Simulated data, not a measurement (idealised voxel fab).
Documented hereafter: the process module known as voxel fin reveal.
Cross-sectional view cut (width: 180 nm; square cell size: 5 nm).
How to read a cross-section here: the picture is a grid of square cells, written as bands going from the top down, and any band can span one or more rows of cells.
In this notation a band is specified by the heights of its top and bottom, in that order and in nm, after which its materials appear from left to right, each paired with its width in nm. The word "all across" attached to a single material means that material fills the band from edge to edge; the word "air" stands for empty space.
All heights in this document are referenced to 0, defined as the level beneath which the wafer, as received, consists entirely of one material. The lowest band is not bounded below; it extends indefinitely downward and is written in the form "0 and below".
Width: "30->40" (first number = top row, second number = bottom row, same change from row to row of cells).
Take "no alteration" at face value: in the step it is given for, the cross-section changed in none of its cells.
Under "Enclosed void entries" you'll find the enclosed gaps, the ones with no way out to the top, that are 8 cells or bigger; each reads width x height at distance, with distance counted from the left edge, everything in nm.
On a step's line, text after the settings is the simulator commenting on that step.
You can add "overlay nm" to a step's line. For a step with a mask, it describes how far the mask lay to the right of its planned position, and a negative number describes a lay to the left.
## The process steps that were planned are listed below
- 1: RECEIVE,material Si
- 2: CONFORMAL_DEP,material SiN,thk nm 10
- 3: DIRECTIONAL_DEP,material aC,thk nm 10
- 4: PATTERN,tone cover,mask id FINS,material resist,width nm 15,pitch nm 35,thk nm 30,overlay nm 0
- 5: DIRECTIONAL_ETCH,etch materials aC,depth nm 10
- 6: STRIP,etch materials resist
- 7: DIRECTIONAL_ETCH,etch materials SiN,depth nm 10
- 8: DIRECTIONAL_ETCH,etch materials Si,depth nm 40
- 9: STRIP,etch materials aC
- 10: FILL_DEP,material SiO2,thk nm 5
- 11: CMP,height nm 10
- 12: SELECTIVE_ETCH,etch materials SiO2,depth nm 25
- 13: STRIP,etch materials SiN
- 14: CONFORMAL_DEP,material SiO2,thk nm 5
## Incoming wafer, cross-sectional view, post step 1
* 0 and below: Si all across
* Enclosed void entries: none
## First wafer of two, sectioned at end of module; run went per plan
* 5 down to 0: air 40 nm | SiO2 25 nm | air 10 nm | SiO2 25 nm | air 10 nm | SiO2 25 nm | air 45 nm
* 0 down to -10: air 40 nm | SiO2 5 nm | Si 15 nm | SiO2 5 nm | air 10 nm | SiO2 5 nm | Si 15 nm | SiO2 5 nm | air 10 nm | SiO2 5 nm | Si 15 nm | SiO2 5 nm | air 45 nm
* -10 down to -40: SiO2 45 nm | Si 15 nm | SiO2 20 nm | Si 15 nm | SiO2 20 nm | Si 15 nm | SiO2 50 nm
* -40 and below: Si all across
* Enclosed void entries: none
## This cross-section belongs to the second wafer of two at the end of the module; the start and the plan were shared with the first, and the run included one mistake
* 5 down to 0: air 40 nm | SiO2 25 nm | air 10 nm | SiO2 25 nm | air 10 nm | SiO2 25 nm | air 45 nm
* 0 down to -10: air 40 nm | SiO2 5 nm | Si 15 nm | SiO2 5 nm | air 10 nm | SiO2 5 nm | Si 15 nm | SiO2 5 nm | air 10 nm | SiO2 5 nm | Si 15 nm | SiO2 5 nm | air 45 nm
* -10 down to -20: SiO2 25 nm | air 15 nm | SiO2 5 nm | Si 15 nm | SiO2 5 nm | air 10 nm | SiO2 5 nm | Si 15 nm | SiO2 5 nm | air 10 nm | SiO2 5 nm | Si 15 nm | SiO2 5 nm | air 15 nm | SiO2 30 nm
* -20 down to -40: SiO2 45 nm | Si 15 nm | SiO2 20 nm | Si 15 nm | SiO2 20 nm | Si 15 nm | SiO2 50 nm
* -40 and below: Si all across
* Enclosed void entries: none
Where did the run depart from the plan? steps 12 and 13 traded places in the executed sequence
Count the cells at the end and the second wafer has more or fewer of some materials than the first: SiO2: 20 fewer
